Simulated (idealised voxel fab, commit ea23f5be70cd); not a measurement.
process module | voxel double patterning
Section cut is 175 nm wide and gridded with 5 nm square cells.
In what follows, cross-sections appear as grids of square cells, described through bands that run from the top down, where every band is one or more rows of cells.
Heads up on the band format: heights come first, top then bottom, in nm. After that it's the materials left to right, each with its width in nm. A single material flagged "full width" fills the whole band edge to edge, and "blank" means there's empty space there.
We count height from 0. Below that, the starting wafer is all one material. The lowest band never ends at the bottom but goes on down; see "0 down" for how that is written.
Top row gets the first number, bottom row gets the second, and each row in between changes by the same step: that is how a band width like "30..40" works.
"no alterations made" (step): cross-section cells unchanged, all of them.
Empty spaces counting at least 8 cells and having no open way to the top are listed in "closed voids". The notation width x height at distance is used for each, the distance being from the left edge and all three values in nm.
What comes after the settings on a step's line is commentary from the simulator itself on that step.
Each step line may optionally specify "overlay nm", which for a step with a mask gives the rightward distance between the mask's planned place and where it lay, a negative value indicating the leftward direction.
## The steps planned for the process are as follows
1,RECEIVE | material Si
2,CONFORMAL_DEP | material SiN | thk nm 10
3,DIRECTIONAL_DEP | material SiO2 | thk nm 15
4,DIRECTIONAL_DEP | material SiCN | thk nm 5
5,MASKED_ETCH | tone open | mask id FIRST | width nm 15 | pitch nm 50 | etch materials SiCN | depth nm 5 | overlay nm 0
6,DIRECTIONAL_DEP | material aC | thk nm 15
7,PATTERN | tone open | mask id SECOND | material resist | width nm 15 | thk nm 35 | overlay nm 0
8,DIRECTIONAL_ETCH | etch materials aC | depth nm 15
9,STRIP | etch materials resist
10,DIRECTIONAL_ETCH | etch materials SiCN | depth nm 5
11,STRIP | etch materials aC
12,DIRECTIONAL_ETCH | etch materials SiO2 | depth nm 15
13,STRIP | etch materials SiCN
Every wafer here starts from the same state; it is the step 7 width nm that distinguishes them, and the value the plan gives belongs to the first wafer.
## Sectional view: first of several wafers, as received, after step 1
* 0 down = Si full width
* closed voids: none
## End-of-module cross-section, first of several wafers, after last step 13
* 25 to 10 = SiO2 55 nm / blank 15 nm / SiO2 10 nm / blank 15 nm / SiO2 10 nm / blank 15 nm / SiO2 55 nm
* 10 to 0 = SiN full width
* 0 down = Si full width
* closed voids: none
## Cross-section, module end, final of several wafers
* 25 to 10 = SiO2 55 nm / blank 15 nm / SiO2 5 nm / blank 45 nm / SiO2 55 nm
* 10 to 0 = SiN full width
* 0 down = Si full width
* closed voids: none
## Each row below is a wafer at the end of the module, listing for every material the number of cells it has gained (+) or lost (-) since it was received, followed by its closed voids
width nm 15, +70 SiN, +78 SiO2, closed voids: none
width nm 20, +70 SiN, +75 SiO2, closed voids: none
width nm 25, +70 SiN, +72 SiO2, closed voids: none
width nm 30, +70 SiN, +69 SiO2, closed voids: none
